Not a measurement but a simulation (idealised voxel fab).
Process module, titled voxel lift off
The width of the displayed cross-section, cut, is 215 nm; its cells are square, with a size of 5 nm.
Reading order for cross-sections: top band down to bottom band. Underlying form: a grid of square cells. Band size: one or more rows of cells. The band entry comprises the height of the band's top followed by the height of its bottom, expressed in nm, and subsequently the band's materials from left to right, each stated together with its width in nm. Where a single material is marked with the word "edge to edge", that material fills the band from edge to edge. The word "empty" represents empty space. The reference from which all heights are counted is 0, the level beneath which the as-received wafer is entirely one material; the lowest band, having no lower bound, proceeds downward and is written after the example "0 down". Width: "30..40" (first number = top row, second number = bottom row, same change from row to row of cells). "no alterations made", as given for a step, is the statement that not any cell of the cross-section underwent a change during that step. Under "Voids, fully enclosed" you'll find the enclosed gaps, the ones with no way out to the top, that are 8 cells or bigger; each reads width x height at distance, with distance counted from the left edge, everything in nm. If you see something after the settings on a step's line, that's the simulator's own remark about that step. On any step carrying a mask, the "overlay nm" setting, if present on the step's line, tells how far right of its planned place the mask lay; negative values point to the left.

SO HERE'S THE LINEUP OF PROCESS STEPS WE PLANNED
1,op RECEIVE | material Si
2,op CONFORMAL_DEP | material Al2O3 | thk nm 5
3,op PATTERN | tone open | mask id LINES | material resist | width nm 25 | pitch nm 40 | thk nm 20 | overlay nm 0
4,op DIRECTIONAL_DEP | material Ru | thk nm 10
5,op STRIP | etch materials resist
6,op CONFORMAL_DEP | material SiCN | thk nm 5

WAFER AT RECEIPT (POST STEP 1), CROSS-SECTION
    0 down: Si edge to edge
    Voids, fully enclosed: none

CROSS-SECTIONAL RESULT AFTER MODULE COMPLETION. NOTE: STARTING CONDITION AND PLAN ARE UNCHANGED FROM ABOVE; ONE PROCESSING MISTAKE WAS MADE
    25 to 20: empty 30 nm; SiCN 35 nm; empty 5 nm; SiCN 35 nm; empty 5 nm; SiCN 35 nm; empty 5 nm; SiCN 35 nm; empty 30 nm
    20 to 10: empty 30 nm; SiCN 5 nm; Ru 25 nm; SiCN 5 nm; empty 5 nm; SiCN 5 nm; Ru 25 nm; SiCN 5 nm; empty 5 nm; SiCN 5 nm; Ru 25 nm; SiCN 5 nm; empty 5 nm; SiCN 5 nm; Ru 25 nm; SiCN 5 nm; empty 30 nm
    10 to 5: SiCN 35 nm; Ru 25 nm; SiCN 15 nm; Ru 25 nm; SiCN 15 nm; Ru 25 nm; SiCN 15 nm; Ru 25 nm; SiCN 35 nm
    5 to 0: Al2O3 edge to edge
    0 down: Si edge to edge
    Voids, fully enclosed: none
Error vs. plan: step 4 deviated from plan and actually ran as op DIRECTIONAL_DEP | material Ru | thk nm 15
